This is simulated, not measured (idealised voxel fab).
process module | voxel double patterning
cross-section cut | 145 nm wide | cells 5 nm
A cross-section is a grid of square cells, given in bands from the top down. A band is one or more rows of cells.
Each band's line starts with the height of the band's top and of its bottom, in nm. Then come its materials from left to right, each with its width in nm. One material with "throughout" fills the band from edge to edge. "air" is empty space.
Height 0 is the level under which the wafer as received is all one material. The lowest band goes on downwards, as in "0 down".
A width such as "30 to 40" changes by the same amount from each row of cells to the next, from the band's top row to its bottom row.
"no change" after a step means that no cell of the cross-section changed.
closed voids: empty space of 8 cells or more with no open way to the top, each as width x height at its distance from the left edge, in nm
after a step's settings: what the simulator itself notes on the step
overlay nm, on a step with a mask: how far to the right of its planned place the mask lay; to the left if negative
plan
1 op RECEIVE | material Si
2 op CONFORMAL_DEP | material SiO2 | thk nm 10
3 op DIRECTIONAL_DEP | material W | thk nm 15
4 op DIRECTIONAL_DEP | material SiN | thk nm 5
5 op DIRECTIONAL_DEP | material aC | thk nm 15
6 op PATTERN | tone open | mask id FIRST | material resist | width nm 15 | pitch nm 50 | thk nm 30 | overlay nm 0
7 op DIRECTIONAL_ETCH | etch materials aC | depth nm 15
8 op STRIP | etch materials resist
9 op DIRECTIONAL_ETCH | etch materials SiN | depth nm 5
10 op STRIP | etch materials aC
11 op DIRECTIONAL_DEP | material aC | thk nm 15
12 op PATTERN | tone open | mask id SECOND | material resist | width nm 15 | thk nm 30 | overlay nm 0
13 op DIRECTIONAL_ETCH | etch materials aC | depth nm 15
14 op STRIP | etch materials resist
15 op DIRECTIONAL_ETCH | etch materials SiN | depth nm 5
16 op STRIP | etch materials aC
17 op DIRECTIONAL_ETCH | etch materials W | depth nm 15
18 op STRIP | etch materials SiN
as received, after step 1
  0 down: Si throughout
  closed voids: none
first wafer at the end, as planned
  25 to 10: W 40 | air 15 | W 10 | air 15 | W 10 | air 15 | W 40
  10 to 0: SiO2 throughout
  0 down: Si throughout
  closed voids: none
second wafer at the end: like start, like plan, one mistake
  25 to 15: SiO2 throughout
  15 to 0: W throughout
  0 down: Si throughout
  closed voids: none
what went wrong: steps 2 and 3 were swapped
at the end the second wafer has, in cells: 27 more of W
